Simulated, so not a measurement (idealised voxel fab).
Name of the process module below: voxel tone inversion
It is cross-section cut that appears here, measuring 225 nm in width, its square cells being 5 nm in size.
We lay out every cross-section as a grid of square cells and spell it out in bands from the top down, where one band means one or more rows of cells.
A band entry consists of two parts. The first gives the height of the band's top and the height of its bottom, in nm. The rest lists the band's materials from left to right, each with its width in nm. A single material labelled with the word "everywhere" fills the band from edge to edge, and the word "empty" marks empty space.
Heights are reckoned from 0. Under this level, the received wafer is all of one material. The bottommost band is open-ended downward, for example "0..down".
So if you see something like "30..40" for the width, read it as the top row of the band sitting at the first number and the bottom row at the second, with every row in between moving by the same amount as the last.
Key: "identical to before" - step with no changed cell in the cross-section.
Basically, "Internal closed voids" tells you about the enclosed voids: empty spaces with no open way to the top, 8 cells or bigger, each written width x height at distance, where distance is from the left edge, all in nm.
Where a step's line continues beyond its settings, the continuation is a remark by the simulator itself on that step.
overlay nm: mask offset rightward from planned place, masked step; negative means leftward offset.
### Intended process steps
1. RECEIVE,material Si
2. CONFORMAL_DEP,material SiCN,thk nm 10
3. DIRECTIONAL_DEP,material aC,thk nm 15
4. PATTERN,tone cover,mask id POSTS,material resist,width nm 20,pitch nm 40,thk nm 20,overlay nm 0
5. DIRECTIONAL_ETCH,etch materials aC,depth nm 15
6. STRIP,etch materials resist
7. FILL_DEP,material SiO2,thk nm 10
8. CMP,height nm 25
9. STRIP,etch materials aC
10. CONFORMAL_DEP,material TiN,thk nm 5
11. FILL_DEP,material W,thk nm 10
12. CMP,height nm 25
13. CONFORMAL_DEP,material SiN,thk nm 5
### First of two wafers: run as planned
### Here's what the wafer looked like in cross-section when it arrived - that's after step 1
  0..down  Si everywhere
  Internal closed voids: none
### Presented here is a cross-section of the wafer after step 2 has been performed
  10..0  SiCN everywhere
  Anything lower than 0 is untouched.
### Presented here is a cross-section of the wafer after step 3 has been performed
  25..10  aC everywhere
  Anything lower than 10 is untouched.
### Presented here is a cross-section of the wafer after step 4 has been performed
  45..25  empty (40), then resist (20), then empty (20), then resist (20), then empty (20), then resist (20), then empty (20), then resist (20), then empty (45)
  Anything lower than 25 is untouched.
### Presented here is a cross-section of the wafer after step 5 has been performed
  30..25  empty (40), then resist (20), then empty (20), then resist (20), then empty (20), then resist (20), then empty (20), then resist (20), then empty (45)
  25..10  empty (40), then aC (20), then empty (20), then aC (20), then empty (20), then aC (20), then empty (20), then aC (20), then empty (45)
  Anything lower than 10 is untouched.
### Presented here is a cross-section of the wafer after step 6 has been performed
  25..10  empty (40), then aC (20), then empty (20), then aC (20), then empty (20), then aC (20), then empty (20), then aC (20), then empty (45)
  Anything lower than 10 is untouched.
### Presented here is a cross-section of the wafer after step 7 has been performed
  35..25  SiO2 everywhere
  25..10  SiO2 (40), then aC (20), then SiO2 (20), then aC (20), then SiO2 (20), then aC (20), then SiO2 (20), then aC (20), then SiO2 (45)
  Anything lower than 10 is untouched.
### Presented here is a cross-section of the wafer after step 8 has been performed
  25..10  SiO2 (40), then aC (20), then SiO2 (20), then aC (20), then SiO2 (20), then aC (20), then SiO2 (20), then aC (20), then SiO2 (45)
  Anything lower than 10 is untouched.
### Presented here is a cross-section of the wafer after step 9 has been performed
  25..10  SiO2 (40), then empty (20), then SiO2 (20), then empty (20), then SiO2 (20), then empty (20), then SiO2 (20), then empty (20), then SiO2 (45)
  Anything lower than 10 is untouched.
### Presented here is a cross-section of the wafer after step 10 has been performed
  30..25  TiN (45), then empty (10), then TiN (30), then empty (10), then TiN (30), then empty (10), then TiN (30), then empty (10), then TiN (50)
  25..15  SiO2 (40), then TiN (5), then empty (10), then TiN (5), then SiO2 (20), then TiN (5), then empty (10), then TiN (5), then SiO2 (20), then TiN (5), then empty (10), then TiN (5), then SiO2 (20), then TiN (5), then empty (10), then TiN (5), then SiO2 (45)
  15..10  SiO2 (40), then TiN (20), then SiO2 (20), then TiN (20), then SiO2 (20), then TiN (20), then SiO2 (20), then TiN (20), then SiO2 (45)
  Anything lower than 10 is untouched.
### Presented here is a cross-section of the wafer after step 11 has been performed
  40..30  W everywhere
  30..25  TiN (45), then W (10), then TiN (30), then W (10), then TiN (30), then W (10), then TiN (30), then W (10), then TiN (50)
  25..15  SiO2 (40), then TiN (5), then W (10), then TiN (5), then SiO2 (20), then TiN (5), then W (10), then TiN (5), then SiO2 (20), then TiN (5), then W (10), then TiN (5), then SiO2 (20), then TiN (5), then W (10), then TiN (5), then SiO2 (45)
  Anything lower than 15 is untouched.
### Presented here is a cross-section of the wafer after step 12 has been performed
  25..15  SiO2 (40), then TiN (5), then W (10), then TiN (5), then SiO2 (20), then TiN (5), then W (10), then TiN (5), then SiO2 (20), then TiN (5), then W (10), then TiN (5), then SiO2 (20), then TiN (5), then W (10), then TiN (5), then SiO2 (45)
  Anything lower than 15 is untouched.
### Presented here is a cross-section of the wafer after step 13 has been performed
  30..25  SiN everywhere
  Anything lower than 25 is untouched.
### The second wafer began exactly as the first did and followed the same plan, but one mistake was made while running it; through step 1 inclusive, the two wafers are identical
### Second wafer profile in section, at the moment step 2 of the plan was meant to be complete
  15..0  aC everywhere
  Anything lower than 0 is untouched.
### Second wafer profile in section, at the moment step 3 of the plan was meant to be complete
  25..15  SiCN everywhere
  Anything lower than 15 is untouched.
### Second wafer profile in section, at the moment step 4 of the plan was meant to be complete
  45..25  empty (40), then resist (20), then empty (20), then resist (20), then empty (20), then resist (20), then empty (20), then resist (20), then empty (45)
  Anything lower than 25 is untouched.
### Second wafer profile in section, at the moment step 5 of the plan was meant to be complete
  30..25  empty (40), then resist (20), then empty (20), then resist (20), then empty (20), then resist (20), then empty (20), then resist (20), then empty (45)
  Anything lower than 25 is untouched.
### Second wafer profile in section, at the moment step 6 of the plan was meant to be complete
  25..15  SiCN everywhere
  Anything lower than 15 is untouched.
### Second wafer profile in section, at the moment step 7 of the plan was meant to be complete
  35..25  SiO2 everywhere
  Anything lower than 25 is untouched.
### Second wafer profile in section, at the moment step 8 of the plan was meant to be complete
  25..15  SiCN everywhere
  Anything lower than 15 is untouched.
Second wafer profile in section, at the moment step 9 of the plan was meant to be complete: identical to before
### Second wafer profile in section, at the moment step 10 of the plan was meant to be complete
  30..25  TiN everywhere
  Anything lower than 25 is untouched.
### Second wafer profile in section, at the moment step 11 of the plan was meant to be complete
  40..30  W everywhere
  Anything lower than 30 is untouched.
### Second wafer profile in section, at the moment step 12 of the plan was meant to be complete
  25..15  SiCN everywhere
  Anything lower than 15 is untouched.
### Second wafer profile in section, at the moment step 13 of the plan was meant to be complete
  30..25  SiN everywhere
  Anything lower than 25 is untouched.
Nonconformance to the process plan: mixed up steps 2 and 3 - ran each in the other's place
At the finish, the second wafer shows more or fewer cells for some materials than the first does: SiO2 -87; TiN -32; W -16; aC +135
